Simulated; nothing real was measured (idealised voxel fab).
The following process module bears the name voxel wiring stack.
The cross-section on display is named cut; it measures 190 nm wide, and its cells are 5 nm squares.
The cross-sections in this document take the form of a grid made of square cells. They are written out as bands, in order from top to bottom. Each band consists of one or more rows of cells. Band entry format. Leading values: height of top, height of bottom, nm. Remainder: materials in left-to-right order, each with its width in nm. Special words: "full width" on a single material, which then fills the band edge to edge; "blank", empty space. Height datum 0, below which the as-received substrate wafer is one material. Lowest band open at the bottom, running downward: "0 nm and below". Width spec "30..40" -> top row of cells at first value, bottom row at second value, equal per-row change in between. Where the words "nothing different" appear for a step, the cross-section shows no cell changed by that step; every cell remained as before. Closed-off voids of 8+ cells (no open route to the top) go in "Enclosed internal cavities", written width x height at distance from the left edge, in nm. Heads up: the bit after the settings on a step's line is the simulator's remark on that step. overlay nm: step with mask; distance mask lay right of planned place; negative value = left of planned place.

This section lists the process steps that were planned:
1) RECEIVE, material Si
2) CONFORMAL_DEP, material SiO2, thk nm 10
3) DIRECTIONAL_DEP, material TiN, thk nm 5
4) DIRECTIONAL_DEP, material Ru, thk nm 20
5) PATTERN, tone cover, mask id METAL_1, material resist, width nm 20, pitch nm 45, thk nm 20, overlay nm 0
6) DIRECTIONAL_ETCH, etch materials Ru, depth nm 20
7) DIRECTIONAL_ETCH, etch materials TiN, depth nm 5
8) STRIP, etch materials resist
9) CONFORMAL_DEP, material SiN, thk nm 5
10) FILL_DEP, material SiO2, thk nm 5
11) CMP, height nm 35
12) CONFORMAL_DEP, material SiCN, thk nm 5
13) DIRECTIONAL_DEP, material lowk, thk nm 35
14) DIRECTIONAL_DEP, material aC, thk nm 10
15) PATTERN, tone open, mask id METAL_2, material resist, width nm 20, pitch nm 45, thk nm 25, overlay nm 0
16) DIRECTIONAL_ETCH, etch materials aC, depth nm 10
17) STRIP, etch materials resist
18) DIRECTIONAL_ETCH, etch materials lowk, depth nm 20
19) STRIP, etch materials aC
20) MASKED_ETCH, tone open, mask id METAL_2_HOLES, width nm 15, pitch nm 45, etch materials lowk, depth nm 15, overlay nm 0
21) MASKED_ETCH, tone open, mask id METAL_2_HOLES, width nm 15, pitch nm 45, etch materials SiCN, depth nm 5, overlay nm 0
22) CONFORMAL_DEP, material TiN, thk nm 5
23) FILL_DEP, material Cu, thk nm 5
24) CMP, height nm 75
25) CONFORMAL_DEP, material SiN, thk nm 5

Delivered wafer in cross-section: state after step 1:
- 0 nm and below: Si full width
- Enclosed internal cavities: none

Post-module cross-section of the first of two wafers (run per plan):
- 80 nm to 75 nm: SiN full width
- 75 nm to 60 nm: lowk=60  TiN=5  Cu=10  TiN=5  lowk=25  TiN=5  Cu=10  TiN=5  lowk=65
- 60 nm to 55 nm: lowk=60  TiN=5  Cu=5  TiN=10  lowk=25  TiN=5  Cu=5  TiN=10  lowk=65
- 55 nm to 40 nm: lowk=60  TiN=5  Cu=5  TiN=5  lowk=30  TiN=5  Cu=5  TiN=5  lowk=70
- 40 nm to 35 nm: SiCN=60  TiN=15  SiCN=30  TiN=15  SiCN=70
- 35 nm to 15 nm: SiO2=55  SiN=5  Ru=20  SiN=5  SiO2=15  SiN=5  Ru=20  SiN=5  SiO2=60
- 15 nm to 10 nm: SiN=60  TiN=20  SiN=25  TiN=20  SiN=65
- 10 nm to 0 nm: SiO2 full width
- 0 nm and below: Si full width
- Enclosed internal cavities: none

End-of-module cross-section of the second wafer: identical starting point and process plan to the first, with one processing mistake:
- 80 nm to 75 nm: SiN full width
- 75 nm to 60 nm: lowk=60  TiN=5  Cu=10  TiN=5  lowk=25  TiN=5  Cu=10  TiN=5  lowk=65
- 60 nm to 55 nm: lowk=60  TiN=5  Cu=5  TiN=10  lowk=25  TiN=5  Cu=5  TiN=10  lowk=65
- 55 nm to 45 nm: lowk=60  TiN=5  Cu=5  TiN=5  lowk=30  TiN=5  Cu=5  TiN=5  lowk=70
- 45 nm to 40 nm: lowk=60  TiN=15  lowk=30  TiN=15  lowk=70
- 40 nm to 35 nm: SiCN=60  TiN=10  SiCN=35  TiN=10  SiCN=75
- 35 nm to 15 nm: SiO2=55  SiN=5  Ru=20  SiN=5  SiO2=15  SiN=5  Ru=20  SiN=5  SiO2=60
- 15 nm to 10 nm: SiN=60  TiN=20  SiN=25  TiN=20  SiN=65
- 10 nm to 0 nm: SiO2 full width
- 0 nm and below: Si full width
- Enclosed internal cavities: none
The plan and the run diverged here: contrary to plan, step 21 was performed as MASKED_ETCH, tone open, mask id METAL_2_HOLES, width nm 15, pitch nm 45, etch materials SiCN, depth nm 5, overlay nm -5
Final cells, second wafer relative to first, materials higher or lower: -2 Cu | +2 SiCN
